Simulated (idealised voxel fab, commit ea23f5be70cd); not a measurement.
process module | voxel capacitor over wiring
cross-section cut | 300 nm wide | cells 5 nm
A cross-section is a grid of square cells, given in bands from the top down. A band is one or more rows of cells.
Each band's line starts with the height of the band's top and of its bottom, in nm. Then come its materials from left to right, each with its width in nm. One material with "throughout" fills the band from edge to edge. "air" is empty space.
Height 0 is the level under which the wafer as received is all one material. The lowest band goes on downwards, as in "0 down".
A width such as "30 to 40" changes by the same amount from each row of cells to the next, from the band's top row to its bottom row.
"no change" after a step means that no cell of the cross-section changed.
closed voids: empty space of 8 cells or more with no open way to the top, each as width x height at its distance from the left edge, in nm
after a step's settings: what the simulator itself notes on the step
overlay nm, on a step with a mask: how far to the right of its planned place the mask lay; to the left if negative
plan
1 op RECEIVE | material Si
2 op CONFORMAL_DEP | material SiO2 | thk nm 15
3 op CONFORMAL_DEP | material SiN | thk nm 5
4 op DIRECTIONAL_DEP | material SiO2 | thk nm 15
5 op PATTERN | tone open | mask id METAL_1 | material resist | width nm 25 | pitch nm 85 | thk nm 20 | overlay nm 0
6 op DIRECTIONAL_ETCH | etch materials SiO2 | depth nm 15
7 op DIRECTIONAL_ETCH | etch materials SiN | depth nm 5
8 op STRIP | etch materials resist
9 op CONFORMAL_DEP | material TiN | thk nm 5
10 op FILL_DEP | material Cu | thk nm 5
11 op CMP | height nm 35
12 op EPI | material Ru | thk nm 5
13 op FILL_DEP | material SiCN | thk nm 5
14 op DIRECTIONAL_DEP | material SiO2 | thk nm 20
15 op PATTERN | tone open | mask id PLUG_1 | material resist | width nm 15 | thk nm 15 | overlay nm 0
16 op DIRECTIONAL_ETCH | etch materials SiO2 | depth nm 20
17 op DIRECTIONAL_ETCH | etch materials SiCN | depth nm 5
18 op STRIP | etch materials resist
19 op CONFORMAL_DEP | material TiN | thk nm 5
20 op FILL_DEP | material W | thk nm 5
21 op CMP | height nm 65
22 op DIRECTIONAL_DEP | material TiN | thk nm 5
23 op DIRECTIONAL_DEP | material SiN | thk nm 5
24 op DIRECTIONAL_DEP | material TiN | thk nm 5
25 op DIRECTIONAL_DEP | material aC | thk nm 15
26 op PATTERN | tone cover | mask id UPPER_PLATE | material resist | width nm 65 | thk nm 35 | overlay nm 0
27 op DIRECTIONAL_ETCH | etch materials aC | depth nm 15
28 op STRIP | etch materials resist
29 op DIRECTIONAL_ETCH | etch materials TiN | depth nm 5
30 op DIRECTIONAL_ETCH | etch materials SiN | depth nm 5
31 op STRIP | etch materials aC
32 op MASKED_ETCH | tone cover | mask id LOWER_PLATE | width nm 75 | etch materials TiN | depth nm 5 | overlay nm 0
33 op FILL_DEP | material SiO2 | thk nm 20
34 op CMP | height nm 95
35 op PATTERN | tone open | mask id PLUG_2 | material resist | width nm 15 | thk nm 20 | overlay nm 0
36 op DIRECTIONAL_ETCH | etch materials SiO2 | depth nm 15
37 op STRIP | etch materials resist
38 op CONFORMAL_DEP | material TiN | thk nm 5
39 op FILL_DEP | material W | thk nm 5
40 op CMP | height nm 95
41 op CONFORMAL_DEP | material SiN | thk nm 5
as received, after step 1
  0 down: Si throughout
  closed voids: none
first wafer at the end, as planned
  100 to 95: SiN throughout
  95 to 85: SiO2 115 | TiN 5 | W 5 | TiN 5 | SiO2 170
  85 to 75: SiO2 115 to 105 | TiN 15 to 65 | SiO2 170 to 130
  75 to 70: SiO2 105 | SiN 65 | SiO2 130
  70 to 65: SiO2 100 | TiN 75 | SiO2 125
  65 to 45: SiO2 105 | TiN 5 | W 5 | TiN 5 | SiO2 180
  45 to 40: SiCN 105 | TiN 15 | SiCN 180
  40 to 35: SiCN 90 | Ru 35 | SiCN 50 | Ru 35 | SiCN 90
  35 to 20: SiO2 95 | TiN 5 | Cu 15 | TiN 5 | SiO2 60 | TiN 5 | Cu 15 | TiN 5 | SiO2 95
  20 to 15: SiN 95 | TiN 25 | SiN 60 | TiN 25 | SiN 95
  15 to 0: SiO2 throughout
  0 down: Si throughout
  closed voids: none
second wafer at the end: like start, like plan, one mistake
  100 to 95: SiN throughout
  95 to 85: SiO2 115 | TiN 5 | W 5 | TiN 5 | SiO2 170
  85 to 75: SiO2 115 to 105 | TiN 15 to 65 | SiO2 170 to 130
  75 to 70: SiO2 105 | SiN 65 | SiO2 130
  70 to 65: SiO2 100 | TiN 75 | SiO2 125
  65 to 45: SiO2 115 | TiN 5 | W 5 | TiN 5 | SiO2 170
  45 to 40: SiCN 115 | TiN 15 | SiCN 170
  40 to 35: SiCN 90 | Ru 35 | SiCN 50 | Ru 35 | SiCN 90
  35 to 20: SiO2 95 | TiN 5 | Cu 15 | TiN 5 | SiO2 60 | TiN 5 | Cu 15 | TiN 5 | SiO2 95
  20 to 15: SiN 95 | TiN 25 | SiN 60 | TiN 25 | SiN 95
  15 to 0: SiO2 throughout
  0 down: Si throughout
  closed voids: none
what went wrong: step 15 ran as: op PATTERN | tone open | mask id PLUG_1 | material resist | width nm 15 | thk nm 15 | overlay nm 10
at the end the second wafer has, in cells: as many of each material as the first, in other places
